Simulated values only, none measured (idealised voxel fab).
process module | voxel fin reveal
Section cut is 160 nm wide and gridded with 5 nm square cells.
For the purposes of this document, a cross-section shall be understood as a grid of square cells, specified as bands listed in top-to-bottom order, each band consisting of one or more rows of cells. Heights first: top, then bottom, in nm. Then materials, left to right, each with a width in nm. "full width" on a single material: fills the band edge to edge. "blank": empty space. Heights from 0 (as-received wafer is one material below). Bottom band endless downward, as "from 0 down". The expression "30->40" gives the width at the extremes of the band, the first number at its top row of cells and the second at its bottom row, with the width changing by equal amounts from each row to the next in between. "identical to before", as given for a step, is the statement that not any cell of the cross-section underwent a change during that step. "Sealed-off cavities" contains a list of empty spaces, each no smaller than 8 cells and without an open way to the top, written in the form width x height at distance with the distance from the left edge and all three in nm. Step line, after settings: the simulator's comment on this step. You can add "overlay nm" to a step's line. For a step with a mask, it describes how far the mask lay to the right of its planned position, and a negative number describes a lay to the left.

[plan]
1: RECEIVE: material Si
2: CONFORMAL_DEP: material SiN, thk nm 5
3: PATTERN: tone cover, mask id FINS, material resist, width nm 15, pitch nm 35, thk nm 20, overlay nm 0
4: DIRECTIONAL_ETCH: etch materials SiN, depth nm 5
5: DIRECTIONAL_ETCH: etch materials Si, depth nm 40
6: STRIP: etch materials resist
7: FILL_DEP: material SiO2, thk nm 15
8: CMP: height nm 5
9: SELECTIVE_ETCH: etch materials SiO2, depth nm 35
10: STRIP: etch materials SiN

[The first of a set of two wafers, run to plan]

[Cross-section: wafer on arrival = after step 1]
from 0 down: Si full width
Sealed-off cavities: none

[You're looking at a cross-section of the wafer after step 2]
from 5 to 0: SiN full width
Below a height of 0, the structure has not been altered.

[You're looking at a cross-section of the wafer after step 3]
from 25 to 5: blank 35 / resist 15 / blank 20 / resist 15 / blank 20 / resist 15 / blank 40
Below a height of 5, the structure has not been altered.

[You're looking at a cross-section of the wafer after step 4]
from 25 to 5: blank 35 / resist 15 / blank 20 / resist 15 / blank 20 / resist 15 / blank 40
from 5 to 0: blank 35 / SiN 15 / blank 20 / SiN 15 / blank 20 / SiN 15 / blank 40
Below a height of 0, the structure has not been altered.

[You're looking at a cross-section of the wafer after step 5]
from 25 to 5: blank 35 / resist 15 / blank 20 / resist 15 / blank 20 / resist 15 / blank 40
from 5 to 0: blank 35 / SiN 15 / blank 20 / SiN 15 / blank 20 / SiN 15 / blank 40
from 0 to -40: blank 35 / Si 15 / blank 20 / Si 15 / blank 20 / Si 15 / blank 40
Below a height of -40, the structure has not been altered.

[You're looking at a cross-section of the wafer after step 6]
from 5 to 0: blank 35 / SiN 15 / blank 20 / SiN 15 / blank 20 / SiN 15 / blank 40
Below a height of 0, the structure has not been altered.

[You're looking at a cross-section of the wafer after step 7]
from 20 to 5: SiO2 full width
from 5 to 0: SiO2 35 / SiN 15 / SiO2 20 / SiN 15 / SiO2 20 / SiN 15 / SiO2 40
from 0 to -40: SiO2 35 / Si 15 / SiO2 20 / Si 15 / SiO2 20 / Si 15 / SiO2 40
Below a height of -40, the structure has not been altered.

[You're looking at a cross-section of the wafer after step 8]
from 5 to 0: SiO2 35 / SiN 15 / SiO2 20 / SiN 15 / SiO2 20 / SiN 15 / SiO2 40
Below a height of 0, the structure has not been altered.

[You're looking at a cross-section of the wafer after step 9]
from 5 to 0: blank 35 / SiN 15 / blank 20 / SiN 15 / blank 20 / SiN 15 / blank 40
from 0 to -30: blank 35 / Si 15 / blank 20 / Si 15 / blank 20 / Si 15 / blank 40
Below a height of -30, the structure has not been altered.

[You're looking at a cross-section of the wafer after step 10]
from 0 to -30: blank 35 / Si 15 / blank 20 / Si 15 / blank 20 / Si 15 / blank 40
Below a height of -30, the structure has not been altered.

[Wafer two. Same start, same plan, one slip in execution. Same as wafer one through step 9, inclusive]

[Second wafer at the planned finish of step 10, seen in cross-section]
from 5 to 0: blank 35 / SiN 15 / blank 20 / SiN 15 / blank 20 / SiN 15 / blank 40
from 0 to -40: blank 35 / Si 15 / blank 20 / Si 15 / blank 20 / Si 15 / blank 40
Below a height of -40, the structure has not been altered.
Deviation from plan: step 10 deviated from plan and actually ran as STRIP: etch materials SiO2
The closing comparison, in cells, has the second wafer with more or fewer of some materials than the first: SiN +9, SiO2 -46
